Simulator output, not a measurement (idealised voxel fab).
The name of this process module is voxel trench capacitor.
The cross-section on display is named cut; it measures 270 nm wide, and its cells are 5 nm squares.
Cross-section spec: square-cell grid; bands listed top down; each band is one or more rows. This entry defines a band. It first specifies the height of the band's top and the height of its bottom in nm, and then specifies the band's materials from left to right, stating each material with its width in nm. The word "everywhere" identifies a single material that fills the band from edge to edge, while the word "empty" identifies empty space. Below 0: as-received wafer, all one material; heights counted from there. Lowest band: no bottom, goes on down, written "z 0 and below". Think of "30..40" as a width that walks from the first number to the second as you go down the band, top row to bottom row, taking equal-sized steps from row to row. You'll sometimes find "identical to before" written for a step, and that's the way of saying that nowhere in the cross-section did a cell change during that step. The list in "Closed voids list" covers empty spaces of 8 cells or more that cannot reach the top through any open way, and it gives each as width x height at distance; the distance is from the left edge, and width, height and distance are in nm. Formally, on a step line, whatever follows the settings is a remark that the simulator itself makes on the step. overlay nm: step with mask; distance mask lay right of planned place; negative value = left of planned place. How should the pairs below be read? Each gives the cross-section before one process step and the cross-section after it, the latter drawn only to the lowest band that changed; the step that lies between them, with its settings, appears under the pair. Does a pair pick up where the pair above left off? Only where its entry headed "Prior state" says so, since pairs can come from different runs of this module on the same starting wafer.
PRIOR STATE
    z 20 to 15: empty 50 nm  TiN 50 nm  empty 10 nm  TiN 50 nm  empty 10 nm  TiN 50 nm  empty 50 nm
    z 15 to 10: empty 50 nm  TiN 5 nm  Al2O3 40 nm  TiN 5 nm  empty 10 nm  TiN 5 nm  Al2O3 40 nm  TiN 5 nm  empty 10 nm  TiN 5 nm  Al2O3 40 nm  TiN 5 nm  empty 50 nm
    z 10 to 5: TiN 55 nm  Al2O3 5 nm  SiN 30 nm  Al2O3 5 nm  TiN 20 nm  Al2O3 5 nm  SiN 30 nm  Al2O3 5 nm  TiN 20 nm  Al2O3 5 nm  SiN 30 nm  Al2O3 5 nm  TiN 55 nm
    z 5 to 0: Al2O3 60 nm  SiN 30 nm  Al2O3 30 nm  SiN 30 nm  Al2O3 30 nm  SiN 30 nm  Al2O3 60 nm
    z 0 and below: Si everywhere
    Closed voids list: none
RESULT OF STEP
    z 25 to 20: W everywhere
    z 20 to 15: W 50 nm  TiN 50 nm  W 10 nm  TiN 50 nm  W 10 nm  TiN 50 nm  W 50 nm
    z 15 to 10: W 50 nm  TiN 5 nm  Al2O3 40 nm  TiN 5 nm  W 10 nm  TiN 5 nm  Al2O3 40 nm  TiN 5 nm  W 10 nm  TiN 5 nm  Al2O3 40 nm  TiN 5 nm  W 50 nm
    Below 10 it's all the same as before, nothing changed down there.
    Closed voids list: none
Upper to lower cross-section via FILL_DEP [material W] [thk nm 5]
Prior state: starting point is the after cross-section of the pair just above.
RESULT OF STEP
    z 10 to 5: TiN 55 nm  Al2O3 5 nm  SiN 30 nm  Al2O3 5 nm  TiN 20 nm  Al2O3 5 nm  SiN 30 nm  Al2O3 5 nm  TiN 20 nm  Al2O3 5 nm  SiN 30 nm  Al2O3 5 nm  TiN 55 nm
    Below 5 it's all the same as before, nothing changed down there.
    Closed voids list: none
Upper to lower cross-section via CMP [height nm 10]
